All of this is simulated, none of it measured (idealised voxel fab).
Process module under the name voxel self aligned contacts
Section shown: cut. Width: 180 nm. Cell size: 5 nm, square.
Format of a cross-section: grid, square cells. Given as bands. Order: top down. Band: one or more rows of cells. It is stipulated that each band's entry specify, in nanometres, the height of the top of the band and then that of its bottom, followed by the materials of the band in left-to-right sequence, each together with its width in nanometres. A single material marked by the word "all across" is understood to fill the band from edge to edge; the word "empty" is understood to denote empty space. Zero point of the height axis is 0; under it, received wafer = one material. Lowest band: continues down indefinitely, "from 0 down". Note: "30->40" means the width goes from the first number (top row of the band) to the second number (bottom row) in equal steps per row of cells. "remained the same" (step): cross-section cells unchanged, all of them. Under "Completely sealed voids" you'll find the enclosed gaps, the ones with no way out to the top, that are 8 cells or bigger; each reads width x height at distance, with distance counted from the left edge, everything in nm. The remark found on a step's line after its settings is issued by the simulator itself and pertains to that step. The line of a step may include "overlay nm". On a step with a mask, this value is how far to the right of its planned place the mask lay. A negative value means the mask lay to the left.
## Process steps (planned)
step 1: RECEIVE, material Si
step 2: CONFORMAL_DEP, material SiO2, thk nm 5
step 3: DIRECTIONAL_DEP, material polySi, thk nm 25
step 4: DIRECTIONAL_DEP, material SiN, thk nm 20
step 5: PATTERN, tone cover, mask id GATE, material resist, width nm 25, pitch nm 65, thk nm 20, overlay nm 0
step 6: DIRECTIONAL_ETCH, etch materials SiN, depth nm 20
step 7: DIRECTIONAL_ETCH, etch materials polySi, depth nm 25
step 8: STRIP, etch materials resist
step 9: CONFORMAL_DEP, material SiN, thk nm 10
step 10: DIRECTIONAL_ETCH, etch materials SiN, depth nm 10
step 11: FILL_DEP, material SiO2, thk nm 20
step 12: CMP, height nm 60
step 13: PATTERN, tone open, mask id CONTACT, material resist, width nm 50, thk nm 15, overlay nm 0
step 14: DIRECTIONAL_ETCH, etch materials SiO2, depth nm 60
step 15: STRIP, etch materials resist
step 16: CONFORMAL_DEP, material TiN, thk nm 5
step 17: FILL_DEP, material Ru, thk nm 5
step 18: CMP, height nm 60
step 19: CONFORMAL_DEP, material SiCN, thk nm 5
## Wafer as received: cross-section following step 1
  from 0 down | Si all across
  Completely sealed voids: none
## One mistake in running the module, otherwise start and plan as above: cross-section at the end
  from 65 to 60 | SiCN all across
  from 60 to 50 | 65 nm SiO2, then 5->20 nm TiN, then 40->10 nm Ru, then 5->20 nm TiN, then 65 nm SiO2
  from 50 to 30 | 35 nm SiO2, then 45 nm SiN, then 5 nm TiN, then 10 nm Ru, then 5 nm TiN, then 45 nm SiN, then 35 nm SiO2
  from 30 to 10 | 35 nm SiO2, then 10 nm SiN, then 25 nm polySi, then 10 nm SiN, then 5 nm TiN, then 10 nm Ru, then 5 nm TiN, then 10 nm SiN, then 25 nm polySi, then 10 nm SiN, then 35 nm SiO2
  from 10 to 5 | 35 nm SiO2, then 10 nm SiN, then 25 nm polySi, then 10 nm SiN, then 20 nm TiN, then 10 nm SiN, then 25 nm polySi, then 10 nm SiN, then 35 nm SiO2
  from 5 to 0 | SiN all across
  from 0 down | Si all across
  Completely sealed voids: none
Processing error: planned and actual differ for step 2; actual: CONFORMAL_DEP, material SiN, thk nm 5
